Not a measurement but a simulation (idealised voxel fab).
The process module presented herein is designated voxel self aligned vias.
Each square cell in cross-section cut measures 5 nm, and the section as a whole is 220 nm wide.
Reading order for cross-sections: top band down to bottom band. Underlying form: a grid of square cells. Band size: one or more rows of cells.
Read a band's entry like this: the first values are the height of its top and the height of its bottom in nm, and what follows is the sequence of materials from left to right, each with its width in nm. Note that "blank" is empty space, and that a single material marked "all across" reaches across the band from edge to edge.
Measure heights from 0. That's the level where, below it, the as-received wafer is all one material. The lowest band is bottomless and extends downward; write it as in "0..down".
Width: "30 to 40" (first number = top row, second number = bottom row, same change from row to row of cells).
Given "remained unchanged" for a step, no cell of the cross-section differs between before and after that step.
Enclosed voids (no open way to top), threshold 8 cells or more, entry "Unvented voids", notation width x height at distance, distance from left edge, nm.
That trailing text on a step's line, after the settings, is the simulator's own remark on the step.
A step's line can hold "overlay nm"; with a mask on that step, the setting says how far right of the planned place the mask lay, while a negative setting says it lay to the left.
STEPS IN THE PROCESS PLAN
1 RECEIVE | material Si
2 CONFORMAL_DEP | material SiO2 | thk nm 10
3 CONFORMAL_DEP | material SiCN | thk nm 5
4 DIRECTIONAL_DEP | material lowk | thk nm 20
5 PATTERN | tone open | mask id LINES | material resist | width nm 25 | pitch nm 70 | thk nm 20 | overlay nm 0
6 DIRECTIONAL_ETCH | etch materials lowk | depth nm 20
7 STRIP | etch materials resist
8 CONFORMAL_DEP | material TiN | thk nm 5
9 FILL_DEP | material Ru | thk nm 5
10 CMP | height nm 35
11 SELECTIVE_ETCH | etch materials W Ru TiN | depth nm 10
12 FILL_DEP | material SiN | thk nm 5
13 CMP | height nm 35
14 DIRECTIONAL_DEP | material lowk | thk nm 20
15 DIRECTIONAL_DEP | material aC | thk nm 10
16 PATTERN | tone open | mask id VIAS | material resist | width nm 45 | pitch nm 70 | thk nm 25 | overlay nm 0
17 DIRECTIONAL_ETCH | etch materials aC | depth nm 10
18 STRIP | etch materials resist
19 DIRECTIONAL_ETCH | etch materials lowk | depth nm 20
20 DIRECTIONAL_ETCH | etch materials SiN | depth nm 10
21 STRIP | etch materials aC
22 CONFORMAL_DEP | material TiN | thk nm 5
23 FILL_DEP | material Ru | thk nm 10
24 CMP | height nm 55
25 CONFORMAL_DEP | material SiCN | thk nm 5
THE FOLLOWING PERTAINS TO THE FIRST OF TWO WAFERS, WHICH WAS PROCESSED AS PLANNED
CROSS-SECTION OF THE WAFER AT RECEIPT, WHICH IS THE CONDITION AFTER STEP 1
  0..down | Si all across
  Unvented voids: none
TAKE A LOOK AT THE WAFER'S CROSS-SECTION AFTER STEP 2
  10..0 | SiO2 all across
  Below 0, no change.
TAKE A LOOK AT THE WAFER'S CROSS-SECTION AFTER STEP 3
  15..10 | SiCN all across
  Below 10, no change.
TAKE A LOOK AT THE WAFER'S CROSS-SECTION AFTER STEP 4
  35..15 | lowk all across
  Below 15, no change.
TAKE A LOOK AT THE WAFER'S CROSS-SECTION AFTER STEP 5
  55..35 | resist 60 nm, then blank 25 nm, then resist 45 nm, then blank 25 nm, then resist 65 nm
  Below 35, no change.
TAKE A LOOK AT THE WAFER'S CROSS-SECTION AFTER STEP 6
  55..35 | resist 60 nm, then blank 25 nm, then resist 45 nm, then blank 25 nm, then resist 65 nm
  35..15 | lowk 60 nm, then blank 25 nm, then lowk 45 nm, then blank 25 nm, then lowk 65 nm
  Below 15, no change.
TAKE A LOOK AT THE WAFER'S CROSS-SECTION AFTER STEP 7
  35..15 | lowk 60 nm, then blank 25 nm, then lowk 45 nm, then blank 25 nm, then lowk 65 nm
  Below 15, no change.
TAKE A LOOK AT THE WAFER'S CROSS-SECTION AFTER STEP 8
  40..35 | TiN 65 nm, then blank 15 nm, then TiN 55 nm, then blank 15 nm, then TiN 70 nm
  35..20 | lowk 60 nm, then TiN 5 nm, then blank 15 nm, then TiN 5 nm, then lowk 45 nm, then TiN 5 nm, then blank 15 nm, then TiN 5 nm, then lowk 65 nm
  20..15 | lowk 60 nm, then TiN 25 nm, then lowk 45 nm, then TiN 25 nm, then lowk 65 nm
  Below 15, no change.
TAKE A LOOK AT THE WAFER'S CROSS-SECTION AFTER STEP 9
  45..40 | Ru all across
  40..35 | TiN 65 nm, then Ru 15 nm, then TiN 55 nm, then Ru 15 nm, then TiN 70 nm
  35..20 | lowk 60 nm, then TiN 5 nm, then Ru 15 nm, then TiN 5 nm, then lowk 45 nm, then TiN 5 nm, then Ru 15 nm, then TiN 5 nm, then lowk 65 nm
  Below 20, no change.
TAKE A LOOK AT THE WAFER'S CROSS-SECTION AFTER STEP 10
  35..20 | lowk 60 nm, then TiN 5 nm, then Ru 15 nm, then TiN 5 nm, then lowk 45 nm, then TiN 5 nm, then Ru 15 nm, then TiN 5 nm, then lowk 65 nm
  Below 20, no change.
TAKE A LOOK AT THE WAFER'S CROSS-SECTION AFTER STEP 11
  35..25 | lowk 60 nm, then blank 25 nm, then lowk 45 nm, then blank 25 nm, then lowk 65 nm
  Below 25, no change.
TAKE A LOOK AT THE WAFER'S CROSS-SECTION AFTER STEP 12
  40..35 | SiN all across
  35..25 | lowk 60 nm, then SiN 25 nm, then lowk 45 nm, then SiN 25 nm, then lowk 65 nm
  Below 25, no change.
TAKE A LOOK AT THE WAFER'S CROSS-SECTION AFTER STEP 13
  35..25 | lowk 60 nm, then SiN 25 nm, then lowk 45 nm, then SiN 25 nm, then lowk 65 nm
  Below 25, no change.
TAKE A LOOK AT THE WAFER'S CROSS-SECTION AFTER STEP 14
  55..35 | lowk all across
  Below 35, no change.
TAKE A LOOK AT THE WAFER'S CROSS-SECTION AFTER STEP 15
  65..55 | aC all across
  Below 55, no change.
TAKE A LOOK AT THE WAFER'S CROSS-SECTION AFTER STEP 16
  90..65 | resist 50 nm, then blank 45 nm, then resist 25 nm, then blank 45 nm, then resist 55 nm
  Below 65, no change.
TAKE A LOOK AT THE WAFER'S CROSS-SECTION AFTER STEP 17
  80..65 | resist 50 nm, then blank 45 nm, then resist 25 nm, then blank 45 nm, then resist 55 nm
  65..55 | aC 50 nm, then blank 45 nm, then aC 25 nm, then blank 45 nm, then aC 55 nm
  Below 55, no change.
TAKE A LOOK AT THE WAFER'S CROSS-SECTION AFTER STEP 18
  65..55 | aC 50 nm, then blank 45 nm, then aC 25 nm, then blank 45 nm, then aC 55 nm
  Below 55, no change.
TAKE A LOOK AT THE WAFER'S CROSS-SECTION AFTER STEP 19
  65..55 | aC 50 nm, then blank 45 nm, then aC 25 nm, then blank 45 nm, then aC 55 nm
  55..35 | lowk 50 nm, then blank 45 nm, then lowk 25 nm, then blank 45 nm, then lowk 55 nm
  Below 35, no change.
TAKE A LOOK AT THE WAFER'S CROSS-SECTION AFTER STEP 20
  65..55 | aC 50 nm, then blank 45 nm, then aC 25 nm, then blank 45 nm, then aC 55 nm
  55..35 | lowk 50 nm, then blank 45 nm, then lowk 25 nm, then blank 45 nm, then lowk 55 nm
  35..25 | lowk 60 nm, then blank 25 nm, then lowk 45 nm, then blank 25 nm, then lowk 65 nm
  Below 25, no change.
TAKE A LOOK AT THE WAFER'S CROSS-SECTION AFTER STEP 21
  55..35 | lowk 50 nm, then blank 45 nm, then lowk 25 nm, then blank 45 nm, then lowk 55 nm
  Below 35, no change.
TAKE A LOOK AT THE WAFER'S CROSS-SECTION AFTER STEP 22
  60..55 | TiN 55 nm, then blank 35 nm, then TiN 35 nm, then blank 35 nm, then TiN 60 nm
  55..40 | lowk 50 nm, then TiN 5 nm, then blank 35 nm, then TiN 5 nm, then lowk 25 nm, then TiN 5 nm, then blank 35 nm, then TiN 5 nm, then lowk 55 nm
  40..30 | lowk 50 to 60 nm, then TiN 15 to 5 nm, then blank 15 nm, then TiN 15 to 5 nm, then lowk 25 to 45 nm, then TiN 15 to 5 nm, then blank 15 nm, then TiN 15 to 5 nm, then lowk 55 to 65 nm
  30..25 | lowk 60 nm, then TiN 25 nm, then lowk 45 nm, then TiN 25 nm, then lowk 65 nm
  Below 25, no change.
TAKE A LOOK AT THE WAFER'S CROSS-SECTION AFTER STEP 23
  70..60 | Ru all across
  60..55 | TiN 55 nm, then Ru 35 nm, then TiN 35 nm, then Ru 35 nm, then TiN 60 nm
  55..40 | lowk 50 nm, then TiN 5 nm, then Ru 35 nm, then TiN 5 nm, then lowk 25 nm, then TiN 5 nm, then Ru 35 nm, then TiN 5 nm, then lowk 55 nm
  40..30 | lowk 50 to 60 nm, then TiN 15 to 5 nm, then Ru 15 nm, then TiN 15 to 5 nm, then lowk 25 to 45 nm, then TiN 15 to 5 nm, then Ru 15 nm, then TiN 15 to 5 nm, then lowk 55 to 65 nm
  Below 30, no change.
TAKE A LOOK AT THE WAFER'S CROSS-SECTION AFTER STEP 24
  55..40 | lowk 50 nm, then TiN 5 nm, then Ru 35 nm, then TiN 5 nm, then lowk 25 nm, then TiN 5 nm, then Ru 35 nm, then TiN 5 nm, then lowk 55 nm
  Below 40, no change.
TAKE A LOOK AT THE WAFER'S CROSS-SECTION AFTER STEP 25
  60..55 | SiCN all across
  Below 55, no change.
HERE THE SECOND WAFER IS DESCRIBED. ITS START AND ITS PLAN WERE THOSE OF THE FIRST WAFER. ITS RUN CONTAINED ONE MISTAKE. UP TO AND INCLUDING STEP 1, IT DID EXACTLY WHAT THE FIRST WAFER DID
LOOK AT THE SECOND WAFER IN CROSS-SECTION AT THE TIME STEP 2 OUGHT TO HAVE FINISHED
  5..0 | SiCN all across
  Below 0, no change.
LOOK AT THE SECOND WAFER IN CROSS-SECTION AT THE TIME STEP 3 OUGHT TO HAVE FINISHED
  15..5 | SiO2 all across
  Below 5, no change.
LOOK AT THE SECOND WAFER IN CROSS-SECTION AT THE TIME STEP 4 OUGHT TO HAVE FINISHED
  35..15 | lowk all across
  Below 15, no change.
LOOK AT THE SECOND WAFER IN CROSS-SECTION AT THE TIME STEP 5 OUGHT TO HAVE FINISHED
  55..35 | resist 60 nm, then blank 25 nm, then resist 45 nm, then blank 25 nm, then resist 65 nm
  Below 35, no change.
LOOK AT THE SECOND WAFER IN CROSS-SECTION AT THE TIME STEP 6 OUGHT TO HAVE FINISHED
  55..35 | resist 60 nm, then blank 25 nm, then resist 45 nm, then blank 25 nm, then resist 65 nm
  35..15 | lowk 60 nm, then blank 25 nm, then lowk 45 nm, then blank 25 nm, then lowk 65 nm
  Below 15, no change.
LOOK AT THE SECOND WAFER IN CROSS-SECTION AT THE TIME STEP 7 OUGHT TO HAVE FINISHED
  35..15 | lowk 60 nm, then blank 25 nm, then lowk 45 nm, then blank 25 nm, then lowk 65 nm
  Below 15, no change.
LOOK AT THE SECOND WAFER IN CROSS-SECTION AT THE TIME STEP 8 OUGHT TO HAVE FINISHED
  40..35 | TiN 65 nm, then blank 15 nm, then TiN 55 nm, then blank 15 nm, then TiN 70 nm
  35..20 | lowk 60 nm, then TiN 5 nm, then blank 15 nm, then TiN 5 nm, then lowk 45 nm, then TiN 5 nm, then blank 15 nm, then TiN 5 nm, then lowk 65 nm
  20..15 | lowk 60 nm, then TiN 25 nm, then lowk 45 nm, then TiN 25 nm, then lowk 65 nm
  Below 15, no change.
LOOK AT THE SECOND WAFER IN CROSS-SECTION AT THE TIME STEP 9 OUGHT TO HAVE FINISHED
  45..40 | Ru all across
  40..35 | TiN 65 nm, then Ru 15 nm, then TiN 55 nm, then Ru 15 nm, then TiN 70 nm
  35..20 | lowk 60 nm, then TiN 5 nm, then Ru 15 nm, then TiN 5 nm, then lowk 45 nm, then TiN 5 nm, then Ru 15 nm, then TiN 5 nm, then lowk 65 nm
  Below 20, no change.
LOOK AT THE SECOND WAFER IN CROSS-SECTION AT THE TIME STEP 10 OUGHT TO HAVE FINISHED
  35..20 | lowk 60 nm, then TiN 5 nm, then Ru 15 nm, then TiN 5 nm, then lowk 45 nm, then TiN 5 nm, then Ru 15 nm, then TiN 5 nm, then lowk 65 nm
  Below 20, no change.
LOOK AT THE SECOND WAFER IN CROSS-SECTION AT THE TIME STEP 11 OUGHT TO HAVE FINISHED
  35..25 | lowk 60 nm, then blank 25 nm, then lowk 45 nm, then blank 25 nm, then lowk 65 nm
  Below 25, no change.
LOOK AT THE SECOND WAFER IN CROSS-SECTION AT THE TIME STEP 12 OUGHT TO HAVE FINISHED
  40..35 | SiN all across
  35..25 | lowk 60 nm, then SiN 25 nm, then lowk 45 nm, then SiN 25 nm, then lowk 65 nm
  Below 25, no change.
LOOK AT THE SECOND WAFER IN CROSS-SECTION AT THE TIME STEP 13 OUGHT TO HAVE FINISHED
  35..25 | lowk 60 nm, then SiN 25 nm, then lowk 45 nm, then SiN 25 nm, then lowk 65 nm
  Below 25, no change.
LOOK AT THE SECOND WAFER IN CROSS-SECTION AT THE TIME STEP 14 OUGHT TO HAVE FINISHED
  55..35 | lowk all across
  Below 35, no change.
LOOK AT THE SECOND WAFER IN CROSS-SECTION AT THE TIME STEP 15 OUGHT TO HAVE FINISHED
  65..55 | aC all across
  Below 55, no change.
LOOK AT THE SECOND WAFER IN CROSS-SECTION AT THE TIME STEP 16 OUGHT TO HAVE FINISHED
  90..65 | resist 50 nm, then blank 45 nm, then resist 25 nm, then blank 45 nm, then resist 55 nm
  Below 65, no change.
LOOK AT THE SECOND WAFER IN CROSS-SECTION AT THE TIME STEP 17 OUGHT TO HAVE FINISHED
  80..65 | resist 50 nm, then blank 45 nm, then resist 25 nm, then blank 45 nm, then resist 55 nm
  65..55 | aC 50 nm, then blank 45 nm, then aC 25 nm, then blank 45 nm, then aC 55 nm
  Below 55, no change.
LOOK AT THE SECOND WAFER IN CROSS-SECTION AT THE TIME STEP 18 OUGHT TO HAVE FINISHED
  65..55 | aC 50 nm, then blank 45 nm, then aC 25 nm, then blank 45 nm, then aC 55 nm
  Below 55, no change.
LOOK AT THE SECOND WAFER IN CROSS-SECTION AT THE TIME STEP 19 OUGHT TO HAVE FINISHED
  65..55 | aC 50 nm, then blank 45 nm, then aC 25 nm, then blank 45 nm, then aC 55 nm
  55..35 | lowk 50 nm, then blank 45 nm, then lowk 25 nm, then blank 45 nm, then lowk 55 nm
  Below 35, no change.
LOOK AT THE SECOND WAFER IN CROSS-SECTION AT THE TIME STEP 20 OUGHT TO HAVE FINISHED
  65..55 | aC 50 nm, then blank 45 nm, then aC 25 nm, then blank 45 nm, then aC 55 nm
  55..35 | lowk 50 nm, then blank 45 nm, then lowk 25 nm, then blank 45 nm, then lowk 55 nm
  35..25 | lowk 60 nm, then blank 25 nm, then lowk 45 nm, then blank 25 nm, then lowk 65 nm
  Below 25, no change.
LOOK AT THE SECOND WAFER IN CROSS-SECTION AT THE TIME STEP 21 OUGHT TO HAVE FINISHED
  55..35 | lowk 50 nm, then blank 45 nm, then lowk 25 nm, then blank 45 nm, then lowk 55 nm
  Below 35, no change.
LOOK AT THE SECOND WAFER IN CROSS-SECTION AT THE TIME STEP 22 OUGHT TO HAVE FINISHED
  60..55 | TiN 55 nm, then blank 35 nm, then TiN 35 nm, then blank 35 nm, then TiN 60 nm
  55..40 | lowk 50 nm, then TiN 5 nm, then blank 35 nm, then TiN 5 nm, then lowk 25 nm, then TiN 5 nm, then blank 35 nm, then TiN 5 nm, then lowk 55 nm
  40..30 | lowk 50 to 60 nm, then TiN 15 to 5 nm, then blank 15 nm, then TiN 15 to 5 nm, then lowk 25 to 45 nm, then TiN 15 to 5 nm, then blank 15 nm, then TiN 15 to 5 nm, then lowk 55 to 65 nm
  30..25 | lowk 60 nm, then TiN 25 nm, then lowk 45 nm, then TiN 25 nm, then lowk 65 nm
  Below 25, no change.
LOOK AT THE SECOND WAFER IN CROSS-SECTION AT THE TIME STEP 23 OUGHT TO HAVE FINISHED
  70..60 | Ru all across
  60..55 | TiN 55 nm, then Ru 35 nm, then TiN 35 nm, then Ru 35 nm, then TiN 60 nm
  55..40 | lowk 50 nm, then TiN 5 nm, then Ru 35 nm, then TiN 5 nm, then lowk 25 nm, then TiN 5 nm, then Ru 35 nm, then TiN 5 nm, then lowk 55 nm
  40..30 | lowk 50 to 60 nm, then TiN 15 to 5 nm, then Ru 15 nm, then TiN 15 to 5 nm, then lowk 25 to 45 nm, then TiN 15 to 5 nm, then Ru 15 nm, then TiN 15 to 5 nm, then lowk 55 to 65 nm
  Below 30, no change.
LOOK AT THE SECOND WAFER IN CROSS-SECTION AT THE TIME STEP 24 OUGHT TO HAVE FINISHED
  55..40 | lowk 50 nm, then TiN 5 nm, then Ru 35 nm, then TiN 5 nm, then lowk 25 nm, then TiN 5 nm, then Ru 35 nm, then TiN 5 nm, then lowk 55 nm
  Below 40, no change.
LOOK AT THE SECOND WAFER IN CROSS-SECTION AT THE TIME STEP 25 OUGHT TO HAVE FINISHED
  60..55 | SiCN all across
  Below 55, no change.
What was the processing mistake? steps 2 and 3 traded places in the executed sequence
By the end, you'd get the same cell count for each material on either wafer, but the second wafer puts them somewhere else.
